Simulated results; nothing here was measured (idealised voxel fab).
voxel capacitor over wiring: a process module
Pictured: cross-section cut, 160 nm wide, on a grid of 5 nm square cells.
Each cross-section below is a grid of square cells, stated as bands in top-down order, with one or more rows of cells making up each band.
The entry gives the band's vertical extent as a top height and a bottom height in nm, then its horizontal make-up as materials from left to right, each with a width in nm. "empty" stands for empty space; a single material marked "all across" fills the band edge to edge.
A quick word on heights: they are counted from 0, and under that level the wafer as it came to us is one material throughout. The lowest band is different from the rest in having no bottom; it simply continues downward, written as in "0 nm and below".
You'd read "30->40" like this: the band's top row of cells is as wide as the first number, its bottom row is as wide as the second, and going down, every row changes width by the same amount as the row before did.
"no alterations made" -> step changed no cross-section cell.
The list in "Listed closed voids" covers empty spaces of 8 cells or more that cannot reach the top through any open way, and it gives each as width x height at distance; the distance is from the left edge, and width, height and distance are in nm.
It should be noted that, on the line of a given step, the content following the step's settings is a remark produced by the simulator itself with respect to that step.
"overlay nm", when on a step's line for a step with a mask, measures how far to the right of its planned place the mask lay; a negative measure means to the left.
These are the steps we planned for the process
step 1: RECEIVE (material Si)
step 2: CONFORMAL_DEP (material SiO2; thk nm 15)
step 3: CONFORMAL_DEP (material SiCN; thk nm 5)
step 4: DIRECTIONAL_DEP (material SiO2; thk nm 20)
step 5: DIRECTIONAL_DEP (material aC; thk nm 15)
step 6: PATTERN (tone open; mask id METAL_1; material resist; width nm 20; pitch nm 70; thk nm 35; overlay nm 0)
step 7: DIRECTIONAL_ETCH (etch materials aC; depth nm 15)
step 8: STRIP (etch materials resist)
step 9: DIRECTIONAL_ETCH (etch materials SiO2; depth nm 20)
step 10: DIRECTIONAL_ETCH (etch materials SiCN; depth nm 5)
step 11: STRIP (etch materials aC)
step 12: CONFORMAL_DEP (material TiN; thk nm 5)
step 13: FILL_DEP (material Cu; thk nm 5)
step 14: CMP (height nm 40)
step 15: EPI (material Ru; thk nm 5)
step 16: FILL_DEP (material SiCN; thk nm 5)
step 17: DIRECTIONAL_DEP (material lowk; thk nm 10)
step 18: PATTERN (tone open; mask id PLUG_1; material resist; width nm 15; thk nm 20; overlay nm 0)
step 19: DIRECTIONAL_ETCH (etch materials lowk; depth nm 10)
step 20: DIRECTIONAL_ETCH (etch materials SiCN; depth nm 5)
step 21: STRIP (etch materials resist)
step 22: CONFORMAL_DEP (material TiN; thk nm 5)
step 23: FILL_DEP (material W; thk nm 5)
step 24: CMP (height nm 60)
step 25: DIRECTIONAL_DEP (material TiN; thk nm 5)
step 26: DIRECTIONAL_DEP (material SiN; thk nm 5)
step 27: DIRECTIONAL_DEP (material TiN; thk nm 10)
step 28: DIRECTIONAL_DEP (material aC; thk nm 15)
step 29: PATTERN (tone cover; mask id UPPER_PLATE; material resist; width nm 55; thk nm 35; overlay nm 0)
step 30: DIRECTIONAL_ETCH (etch materials aC; depth nm 15)
step 31: STRIP (etch materials resist)
step 32: DIRECTIONAL_ETCH (etch materials TiN; depth nm 10)
step 33: DIRECTIONAL_ETCH (etch materials SiN; depth nm 5)
step 34: STRIP (etch materials aC)
step 35: PATTERN (tone cover; mask id LOWER_PLATE; material resist; width nm 65; thk nm 20; overlay nm 0)
step 36: DIRECTIONAL_ETCH (etch materials TiN; depth nm 5)
step 37: STRIP (etch materials resist)
step 38: FILL_DEP (material SiO2; thk nm 15)
step 39: CMP (height nm 90)
step 40: MASKED_ETCH (tone open; mask id PLUG_2; width nm 15; etch materials SiO2; depth nm 10; overlay nm 0)
step 41: CONFORMAL_DEP (material TiN; thk nm 5)
step 42: FILL_DEP (material Cu; thk nm 10)
step 43: CMP (height nm 90)
step 44: CONFORMAL_DEP (material SiN; thk nm 5)
So, the first of our two wafers, run just as we planned it
As received, after step 1
* 0 nm and below = Si all across
* Listed closed voids: none
Cross-section: wafer state after step 2
* 15 nm to 0 nm = SiO2 all across
* At heights below 0, the structure remains unaltered.
Cross-section: wafer state after step 3
* 20 nm to 15 nm = SiCN all across
* At heights below 15, the structure remains unaltered.
Cross-section: wafer state after step 4
* 40 nm to 20 nm = SiO2 all across
* At heights below 20, the structure remains unaltered.
Cross-section: wafer state after step 5
* 55 nm to 40 nm = aC all across
* At heights below 40, the structure remains unaltered.
Cross-section: wafer state after step 6
* 90 nm to 55 nm = resist 35 nm / empty 20 nm / resist 50 nm / empty 20 nm / resist 35 nm
* At heights below 55, the structure remains unaltered.
Cross-section: wafer state after step 7
* 75 nm to 55 nm = resist 35 nm / empty 20 nm / resist 50 nm / empty 20 nm / resist 35 nm
* 55 nm to 40 nm = aC 35 nm / empty 20 nm / aC 50 nm / empty 20 nm / aC 35 nm
* At heights below 40, the structure remains unaltered.
Cross-section: wafer state after step 8
* 55 nm to 40 nm = aC 35 nm / empty 20 nm / aC 50 nm / empty 20 nm / aC 35 nm
* At heights below 40, the structure remains unaltered.
Cross-section: wafer state after step 9
* 55 nm to 40 nm = aC 35 nm / empty 20 nm / aC 50 nm / empty 20 nm / aC 35 nm
* 40 nm to 20 nm = SiO2 35 nm / empty 20 nm / SiO2 50 nm / empty 20 nm / SiO2 35 nm
* At heights below 20, the structure remains unaltered.
Cross-section: wafer state after step 10
* 55 nm to 40 nm = aC 35 nm / empty 20 nm / aC 50 nm / empty 20 nm / aC 35 nm
* 40 nm to 20 nm = SiO2 35 nm / empty 20 nm / SiO2 50 nm / empty 20 nm / SiO2 35 nm
* 20 nm to 15 nm = SiCN 35 nm / empty 20 nm / SiCN 50 nm / empty 20 nm / SiCN 35 nm
* At heights below 15, the structure remains unaltered.
Cross-section: wafer state after step 11
* 40 nm to 20 nm = SiO2 35 nm / empty 20 nm / SiO2 50 nm / empty 20 nm / SiO2 35 nm
* At heights below 20, the structure remains unaltered.
Cross-section: wafer state after step 12
* 45 nm to 40 nm = TiN 40 nm / empty 10 nm / TiN 60 nm / empty 10 nm / TiN 40 nm
* 40 nm to 20 nm = SiO2 35 nm / TiN 5 nm / empty 10 nm / TiN 5 nm / SiO2 50 nm / TiN 5 nm / empty 10 nm / TiN 5 nm / SiO2 35 nm
* 20 nm to 15 nm = SiCN 35 nm / TiN 20 nm / SiCN 50 nm / TiN 20 nm / SiCN 35 nm
* At heights below 15, the structure remains unaltered.
Cross-section: wafer state after step 13
* 50 nm to 45 nm = Cu all across
* 45 nm to 40 nm = TiN 40 nm / Cu 10 nm / TiN 60 nm / Cu 10 nm / TiN 40 nm
* 40 nm to 20 nm = SiO2 35 nm / TiN 5 nm / Cu 10 nm / TiN 5 nm / SiO2 50 nm / TiN 5 nm / Cu 10 nm / TiN 5 nm / SiO2 35 nm
* At heights below 20, the structure remains unaltered.
Cross-section: wafer state after step 14
* 40 nm to 20 nm = SiO2 35 nm / TiN 5 nm / Cu 10 nm / TiN 5 nm / SiO2 50 nm / TiN 5 nm / Cu 10 nm / TiN 5 nm / SiO2 35 nm
* At heights below 20, the structure remains unaltered.
Cross-section: wafer state after step 15
* 45 nm to 40 nm = empty 30 nm / Ru 30 nm / empty 40 nm / Ru 30 nm / empty 30 nm
* At heights below 40, the structure remains unaltered.
Cross-section: wafer state after step 16
* 50 nm to 45 nm = SiCN all across
* 45 nm to 40 nm = SiCN 30 nm / Ru 30 nm / SiCN 40 nm / Ru 30 nm / SiCN 30 nm
* At heights below 40, the structure remains unaltered.
Cross-section: wafer state after step 17
* 60 nm to 50 nm = lowk all across
* At heights below 50, the structure remains unaltered.
Cross-section: wafer state after step 18
* 80 nm to 60 nm = resist 40 nm / empty 15 nm / resist 105 nm
* At heights below 60, the structure remains unaltered.
Cross-section: wafer state after step 19
* 80 nm to 60 nm = resist 40 nm / empty 15 nm / resist 105 nm
* 60 nm to 50 nm = lowk 40 nm / empty 15 nm / lowk 105 nm
* At heights below 50, the structure remains unaltered.
Cross-section: wafer state after step 20
* 80 nm to 60 nm = resist 40 nm / empty 15 nm / resist 105 nm
* 60 nm to 50 nm = lowk 40 nm / empty 15 nm / lowk 105 nm
* 50 nm to 45 nm = SiCN 40 nm / empty 15 nm / SiCN 105 nm
* At heights below 45, the structure remains unaltered.
Cross-section: wafer state after step 21
* 60 nm to 50 nm = lowk 40 nm / empty 15 nm / lowk 105 nm
* At heights below 50, the structure remains unaltered.
Cross-section: wafer state after step 22
* 65 nm to 60 nm = TiN 45 nm / empty 5 nm / TiN 110 nm
* 60 nm to 50 nm = lowk 40 nm / TiN 5 nm / empty 5 nm / TiN 5 nm / lowk 105 nm
* 50 nm to 45 nm = SiCN 40 nm / TiN 15 nm / SiCN 105 nm
* At heights below 45, the structure remains unaltered.
Cross-section: wafer state after step 23
* 70 nm to 65 nm = W all across
* 65 nm to 60 nm = TiN 45 nm / W 5 nm / TiN 110 nm
* 60 nm to 50 nm = lowk 40 nm / TiN 5 nm / W 5 nm / TiN 5 nm / lowk 105 nm
* At heights below 50, the structure remains unaltered.
Cross-section: wafer state after step 24
* 60 nm to 50 nm = lowk 40 nm / TiN 5 nm / W 5 nm / TiN 5 nm / lowk 105 nm
* At heights below 50, the structure remains unaltered.
Cross-section: wafer state after step 25
* 65 nm to 60 nm = TiN all across
* At heights below 60, the structure remains unaltered.
Cross-section: wafer state after step 26
* 70 nm to 65 nm = SiN all across
* At heights below 65, the structure remains unaltered.
Cross-section: wafer state after step 27
* 80 nm to 70 nm = TiN all across
* At heights below 70, the structure remains unaltered.
Cross-section: wafer state after step 28
* 95 nm to 80 nm = aC all across
* At heights below 80, the structure remains unaltered.
Cross-section: wafer state after step 29
* 130 nm to 95 nm = empty 40 nm / resist 55 nm / empty 65 nm
* At heights below 95, the structure remains unaltered.
Cross-section: wafer state after step 30
* 115 nm to 95 nm = empty 40 nm / resist 55 nm / empty 65 nm
* 95 nm to 80 nm = empty 40 nm / aC 55 nm / empty 65 nm
* At heights below 80, the structure remains unaltered.
Cross-section: wafer state after step 31
* 95 nm to 80 nm = empty 40 nm / aC 55 nm / empty 65 nm
* At heights below 80, the structure remains unaltered.
Cross-section: wafer state after step 32
* 95 nm to 80 nm = empty 40 nm / aC 55 nm / empty 65 nm
* 80 nm to 70 nm = empty 40 nm / TiN 55 nm / empty 65 nm
* At heights below 70, the structure remains unaltered.
Cross-section: wafer state after step 33
* 95 nm to 80 nm = empty 40 nm / aC 55 nm / empty 65 nm
* 80 nm to 70 nm = empty 40 nm / TiN 55 nm / empty 65 nm
* 70 nm to 65 nm = empty 40 nm / SiN 55 nm / empty 65 nm
* At heights below 65, the structure remains unaltered.
Cross-section: wafer state after step 34
* 80 nm to 70 nm = empty 40 nm / TiN 55 nm / empty 65 nm
* At heights below 70, the structure remains unaltered.
Cross-section: wafer state after step 35
* 100 nm to 80 nm = empty 35 nm / resist 65 nm / empty 60 nm
* 80 nm to 70 nm = empty 35 nm / resist 5 nm / TiN 55 nm / resist 5 nm / empty 60 nm
* 70 nm to 65 nm = empty 35 nm / resist 5 nm / SiN 55 nm / resist 5 nm / empty 60 nm
* At heights below 65, the structure remains unaltered.
Cross-section: wafer state after step 36
* 100 nm to 80 nm = empty 35 nm / resist 65 nm / empty 60 nm
* 80 nm to 70 nm = empty 35 nm / resist 5 nm / TiN 55 nm / resist 5 nm / empty 60 nm
* 70 nm to 65 nm = empty 35 nm / resist 5 nm / SiN 55 nm / resist 5 nm / empty 60 nm
* 65 nm to 60 nm = empty 35 nm / TiN 65 nm / empty 60 nm
* At heights below 60, the structure remains unaltered.
Cross-section: wafer state after step 37
* 80 nm to 70 nm = empty 40 nm / TiN 55 nm / empty 65 nm
* 70 nm to 65 nm = empty 40 nm / SiN 55 nm / empty 65 nm
* At heights below 65, the structure remains unaltered.
Cross-section: wafer state after step 38
* 95 nm to 80 nm = SiO2 all across
* 80 nm to 70 nm = SiO2 40 nm / TiN 55 nm / SiO2 65 nm
* 70 nm to 65 nm = SiO2 40 nm / SiN 55 nm / SiO2 65 nm
* 65 nm to 60 nm = SiO2 35 nm / TiN 65 nm / SiO2 60 nm
* At heights below 60, the structure remains unaltered.
Cross-section: wafer state after step 39
* 90 nm to 80 nm = SiO2 all across
* At heights below 80, the structure remains unaltered.
Cross-section: wafer state after step 40
* 90 nm to 80 nm = SiO2 50 nm / empty 15 nm / SiO2 95 nm
* At heights below 80, the structure remains unaltered.
Cross-section: wafer state after step 41
* 95 nm to 90 nm = TiN 55 nm / empty 5 nm / TiN 100 nm
* 90 nm to 85 nm = SiO2 50 nm / TiN 5 nm / empty 5 nm / TiN 5 nm / SiO2 95 nm
* 85 nm to 80 nm = SiO2 50 nm / TiN 15 nm / SiO2 95 nm
* At heights below 80, the structure remains unaltered.
Cross-section: wafer state after step 42
* 105 nm to 95 nm = Cu all across
* 95 nm to 90 nm = TiN 55 nm / Cu 5 nm / TiN 100 nm
* 90 nm to 85 nm = SiO2 50 nm / TiN 5 nm / Cu 5 nm / TiN 5 nm / SiO2 95 nm
* At heights below 85, the structure remains unaltered.
Cross-section: wafer state after step 43
* 90 nm to 85 nm = SiO2 50 nm / TiN 5 nm / Cu 5 nm / TiN 5 nm / SiO2 95 nm
* At heights below 85, the structure remains unaltered.
Cross-section: wafer state after step 44
* 95 nm to 90 nm = SiN all across
* At heights below 90, the structure remains unaltered.
The Second Wafer: Common Origin and Plan, One Mistake in Execution, Identical to the First Through Step 1
X-section, second wafer, when step 2 was due to finish
* 30 nm to 0 nm = SiO2 all across
* At heights below 0, the structure remains unaltered.
X-section, second wafer, when step 3 was due to finish
* 35 nm to 30 nm = SiCN all across
* At heights below 30, the structure remains unaltered.
X-section, second wafer, when step 4 was due to finish
* 55 nm to 35 nm = SiO2 all across
* At heights below 35, the structure remains unaltered.
X-section, second wafer, when step 5 was due to finish
* 70 nm to 55 nm = aC all across
* At heights below 55, the structure remains unaltered.
X-section, second wafer, when step 6 was due to finish
* 105 nm to 70 nm = resist 35 nm / empty 20 nm / resist 50 nm / empty 20 nm / resist 35 nm
* At heights below 70, the structure remains unaltered.
X-section, second wafer, when step 7 was due to finish
* 90 nm to 70 nm = resist 35 nm / empty 20 nm / resist 50 nm / empty 20 nm / resist 35 nm
* 70 nm to 55 nm = aC 35 nm / empty 20 nm / aC 50 nm / empty 20 nm / aC 35 nm
* At heights below 55, the structure remains unaltered.
X-section, second wafer, when step 8 was due to finish
* 70 nm to 55 nm = aC 35 nm / empty 20 nm / aC 50 nm / empty 20 nm / aC 35 nm
* At heights below 55, the structure remains unaltered.
X-section, second wafer, when step 9 was due to finish
* 70 nm to 55 nm = aC 35 nm / empty 20 nm / aC 50 nm / empty 20 nm / aC 35 nm
* 55 nm to 35 nm = SiO2 35 nm / empty 20 nm / SiO2 50 nm / empty 20 nm / SiO2 35 nm
* At heights below 35, the structure remains unaltered.
X-section, second wafer, when step 10 was due to finish
* 70 nm to 55 nm = aC 35 nm / empty 20 nm / aC 50 nm / empty 20 nm / aC 35 nm
* 55 nm to 35 nm = SiO2 35 nm / empty 20 nm / SiO2 50 nm / empty 20 nm / SiO2 35 nm
* 35 nm to 30 nm = SiCN 35 nm / empty 20 nm / SiCN 50 nm / empty 20 nm / SiCN 35 nm
* At heights below 30, the structure remains unaltered.
X-section, second wafer, when step 11 was due to finish
* 55 nm to 35 nm = SiO2 35 nm / empty 20 nm / SiO2 50 nm / empty 20 nm / SiO2 35 nm
* At heights below 35, the structure remains unaltered.
X-section, second wafer, when step 12 was due to finish
* 60 nm to 55 nm = TiN 40 nm / empty 10 nm / TiN 60 nm / empty 10 nm / TiN 40 nm
* 55 nm to 35 nm = SiO2 35 nm / TiN 5 nm / empty 10 nm / TiN 5 nm / SiO2 50 nm / TiN 5 nm / empty 10 nm / TiN 5 nm / SiO2 35 nm
* 35 nm to 30 nm = SiCN 35 nm / TiN 20 nm / SiCN 50 nm / TiN 20 nm / SiCN 35 nm
* At heights below 30, the structure remains unaltered.
X-section, second wafer, when step 13 was due to finish
* 65 nm to 60 nm = Cu all across
* 60 nm to 55 nm = TiN 40 nm / Cu 10 nm / TiN 60 nm / Cu 10 nm / TiN 40 nm
* 55 nm to 35 nm = SiO2 35 nm / TiN 5 nm / Cu 10 nm / TiN 5 nm / SiO2 50 nm / TiN 5 nm / Cu 10 nm / TiN 5 nm / SiO2 35 nm
* At heights below 35, the structure remains unaltered.
X-section, second wafer, when step 14 was due to finish
* 40 nm to 35 nm = SiO2 35 nm / TiN 5 nm / Cu 10 nm / TiN 5 nm / SiO2 50 nm / TiN 5 nm / Cu 10 nm / TiN 5 nm / SiO2 35 nm
* At heights below 35, the structure remains unaltered.
X-section, second wafer, when step 15 was due to finish
* 45 nm to 40 nm = empty 30 nm / Ru 30 nm / empty 40 nm / Ru 30 nm / empty 30 nm
* At heights below 40, the structure remains unaltered.
X-section, second wafer, when step 16 was due to finish
* 50 nm to 45 nm = SiCN all across
* 45 nm to 40 nm = SiCN 30 nm / Ru 30 nm / SiCN 40 nm / Ru 30 nm / SiCN 30 nm
* At heights below 40, the structure remains unaltered.
X-section, second wafer, when step 17 was due to finish
* 60 nm to 50 nm = lowk all across
* At heights below 50, the structure remains unaltered.
X-section, second wafer, when step 18 was due to finish
* 80 nm to 60 nm = resist 40 nm / empty 15 nm / resist 105 nm
* At heights below 60, the structure remains unaltered.
X-section, second wafer, when step 19 was due to finish
* 80 nm to 60 nm = resist 40 nm / empty 15 nm / resist 105 nm
* 60 nm to 50 nm = lowk 40 nm / empty 15 nm / lowk 105 nm
* At heights below 50, the structure remains unaltered.
X-section, second wafer, when step 20 was due to finish
* 80 nm to 60 nm = resist 40 nm / empty 15 nm / resist 105 nm
* 60 nm to 50 nm = lowk 40 nm / empty 15 nm / lowk 105 nm
* 50 nm to 45 nm = SiCN 40 nm / empty 15 nm / SiCN 105 nm
* At heights below 45, the structure remains unaltered.
X-section, second wafer, when step 21 was due to finish
* 60 nm to 50 nm = lowk 40 nm / empty 15 nm / lowk 105 nm
* At heights below 50, the structure remains unaltered.
X-section, second wafer, when step 22 was due to finish
* 65 nm to 60 nm = TiN 45 nm / empty 5 nm / TiN 110 nm
* 60 nm to 50 nm = lowk 40 nm / TiN 5 nm / empty 5 nm / TiN 5 nm / lowk 105 nm
* 50 nm to 45 nm = SiCN 40 nm / TiN 15 nm / SiCN 105 nm
* At heights below 45, the structure remains unaltered.
X-section, second wafer, when step 23 was due to finish
* 70 nm to 65 nm = W all across
* 65 nm to 60 nm = TiN 45 nm / W 5 nm / TiN 110 nm
* 60 nm to 50 nm = lowk 40 nm / TiN 5 nm / W 5 nm / TiN 5 nm / lowk 105 nm
* At heights below 50, the structure remains unaltered.
X-section, second wafer, when step 24 was due to finish
* 60 nm to 50 nm = lowk 40 nm / TiN 5 nm / W 5 nm / TiN 5 nm / lowk 105 nm
* At heights below 50, the structure remains unaltered.
X-section, second wafer, when step 25 was due to finish
* 65 nm to 60 nm = TiN all across
* At heights below 60, the structure remains unaltered.
X-section, second wafer, when step 26 was due to finish
* 70 nm to 65 nm = SiN all across
* At heights below 65, the structure remains unaltered.
X-section, second wafer, when step 27 was due to finish
* 80 nm to 70 nm = TiN all across
* At heights below 70, the structure remains unaltered.
X-section, second wafer, when step 28 was due to finish
* 95 nm to 80 nm = aC all across
* At heights below 80, the structure remains unaltered.
X-section, second wafer, when step 29 was due to finish
* 130 nm to 95 nm = empty 40 nm / resist 55 nm / empty 65 nm
* At heights below 95, the structure remains unaltered.
X-section, second wafer, when step 30 was due to finish
* 115 nm to 95 nm = empty 40 nm / resist 55 nm / empty 65 nm
* 95 nm to 80 nm = empty 40 nm / aC 55 nm / empty 65 nm
* At heights below 80, the structure remains unaltered.
X-section, second wafer, when step 31 was due to finish
* 95 nm to 80 nm = empty 40 nm / aC 55 nm / empty 65 nm
* At heights below 80, the structure remains unaltered.
X-section, second wafer, when step 32 was due to finish
* 95 nm to 80 nm = empty 40 nm / aC 55 nm / empty 65 nm
* 80 nm to 70 nm = empty 40 nm / TiN 55 nm / empty 65 nm
* At heights below 70, the structure remains unaltered.
X-section, second wafer, when step 33 was due to finish
* 95 nm to 80 nm = empty 40 nm / aC 55 nm / empty 65 nm
* 80 nm to 70 nm = empty 40 nm / TiN 55 nm / empty 65 nm
* 70 nm to 65 nm = empty 40 nm / SiN 55 nm / empty 65 nm
* At heights below 65, the structure remains unaltered.
X-section, second wafer, when step 34 was due to finish
* 80 nm to 70 nm = empty 40 nm / TiN 55 nm / empty 65 nm
* At heights below 70, the structure remains unaltered.
X-section, second wafer, when step 35 was due to finish
* 100 nm to 80 nm = empty 35 nm / resist 65 nm / empty 60 nm
* 80 nm to 70 nm = empty 35 nm / resist 5 nm / TiN 55 nm / resist 5 nm / empty 60 nm
* 70 nm to 65 nm = empty 35 nm / resist 5 nm / SiN 55 nm / resist 5 nm / empty 60 nm
* At heights below 65, the structure remains unaltered.
X-section, second wafer, when step 36 was due to finish
* 100 nm to 80 nm = empty 35 nm / resist 65 nm / empty 60 nm
* 80 nm to 70 nm = empty 35 nm / resist 5 nm / TiN 55 nm / resist 5 nm / empty 60 nm
* 70 nm to 65 nm = empty 35 nm / resist 5 nm / SiN 55 nm / resist 5 nm / empty 60 nm
* 65 nm to 60 nm = empty 35 nm / TiN 65 nm / empty 60 nm
* At heights below 60, the structure remains unaltered.
X-section, second wafer, when step 37 was due to finish
* 80 nm to 70 nm = empty 40 nm / TiN 55 nm / empty 65 nm
* 70 nm to 65 nm = empty 40 nm / SiN 55 nm / empty 65 nm
* At heights below 65, the structure remains unaltered.
X-section, second wafer, when step 38 was due to finish
* 95 nm to 80 nm = SiO2 all across
* 80 nm to 70 nm = SiO2 40 nm / TiN 55 nm / SiO2 65 nm
* 70 nm to 65 nm = SiO2 40 nm / SiN 55 nm / SiO2 65 nm
* 65 nm to 60 nm = SiO2 35 nm / TiN 65 nm / SiO2 60 nm
* At heights below 60, the structure remains unaltered.
X-section, second wafer, when step 39 was due to finish
* 90 nm to 80 nm = SiO2 all across
* At heights below 80, the structure remains unaltered.
X-section, second wafer, when step 40 was due to finish
* 90 nm to 80 nm = SiO2 50 nm / empty 15 nm / SiO2 95 nm
* At heights below 80, the structure remains unaltered.
X-section, second wafer, when step 41 was due to finish
* 95 nm to 90 nm = TiN 55 nm / empty 5 nm / TiN 100 nm
* 90 nm to 85 nm = SiO2 50 nm / TiN 5 nm / empty 5 nm / TiN 5 nm / SiO2 95 nm
* 85 nm to 80 nm = SiO2 50 nm / TiN 15 nm / SiO2 95 nm
* At heights below 80, the structure remains unaltered.
X-section, second wafer, when step 42 was due to finish
* 105 nm to 95 nm = Cu all across
* 95 nm to 90 nm = TiN 55 nm / Cu 5 nm / TiN 100 nm
* 90 nm to 85 nm = SiO2 50 nm / TiN 5 nm / Cu 5 nm / TiN 5 nm / SiO2 95 nm
* At heights below 85, the structure remains unaltered.
X-section, second wafer, when step 43 was due to finish
* 90 nm to 85 nm = SiO2 50 nm / TiN 5 nm / Cu 5 nm / TiN 5 nm / SiO2 95 nm
* At heights below 85, the structure remains unaltered.
X-section, second wafer, when step 44 was due to finish
* 95 nm to 90 nm = SiN all across
* At heights below 90, the structure remains unaltered.
Want to know what went wrong? step 2 of the plan was executed twice over
The final cell counts differ between the wafers, with the second having more or fewer of some materials than the first: Cu -12 | SiO2 +24 | TiN -12
